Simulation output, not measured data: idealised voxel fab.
process module | voxel double patterning
Cross-sectional view cut (width: 265 nm; square cell size: 5 nm).
How to read a cross-section here: the picture is a grid of square cells, written as bands going from the top down, and any band can span one or more rows of cells. Read a band's entry like this: the first values are the height of its top and the height of its bottom in nm, and what follows is the sequence of materials from left to right, each with its width in nm. Note that "air" is empty space, and that a single material marked "full width" reaches across the band from edge to edge. Basically, 0 is our baseline, since under it the wafer straight out of the box is all one material. The bottom band has no lower end and keeps on going down, so it looks like "0 nm and below". Width spec "30..40" -> top row of cells at first value, bottom row at second value, equal per-row change in between. Where a step carries "no change", the cross-section came out of it unchanged, cell for cell. "Catalogued sealed voids" - sealed voids, min. 8 cells, no opening to top; format: width x height at distance (distance from left edge; nm throughout). Text after the settings on a step's line: the simulator's own remark on that step. The setting "overlay nm" may be written on the line of a step. When the step uses a mask, the value reports how far to the right of the planned place the mask lay, and a negative value reports that it lay to the left.

# List of planned process steps
1: RECEIVE | material Si
2: CONFORMAL_DEP | material SiO2 | thk nm 10
3: DIRECTIONAL_DEP | material polySi | thk nm 10
4: DIRECTIONAL_DEP | material SiCN | thk nm 5
5: DIRECTIONAL_DEP | material aC | thk nm 15
6: PATTERN | tone open | mask id FIRST | material resist | width nm 15 | pitch nm 50 | thk nm 30 | overlay nm 0
7: DIRECTIONAL_ETCH | etch materials aC | depth nm 15
8: STRIP | etch materials resist
9: DIRECTIONAL_ETCH | etch materials SiCN | depth nm 5
10: STRIP | etch materials aC
11: PATTERN | tone open | mask id SECOND | material resist | width nm 15 | thk nm 15 | overlay nm 0
12: DIRECTIONAL_ETCH | etch materials SiCN | depth nm 5
13: STRIP | etch materials resist
14: DIRECTIONAL_ETCH | etch materials polySi | depth nm 10
15: STRIP | etch materials SiCN

# Wafer cross-section on receipt, i.e. after step 1
  0 nm and below  Si full width
  Catalogued sealed voids: none

# Run as planned - first of the two wafers cross-sectioned at the end of the module
  20 nm to 10 nm  polySi=100  air=15  polySi=10  air=15  polySi=10  air=15  polySi=100
  10 nm to 0 nm  SiO2 full width
  0 nm and below  Si full width
  Catalogued sealed voids: none

# Second wafer cross-section at end of module - shared start and plan with the first, one mistake in the run
  20 nm to 10 nm  polySi=110  air=30  polySi=20  air=15  polySi=90
  10 nm to 0 nm  SiO2 full width
  0 nm and below  Si full width
  Catalogued sealed voids: none
The plan and the run diverged here: planned and actual differ for step 6; actual: PATTERN | tone open | mask id FIRST | material resist | width nm 15 | pitch nm 50 | thk nm 30 | overlay nm 10
Comparing end states, the material composition by cell count is preserved from the first wafer to the second, while the locations of the cells are not.
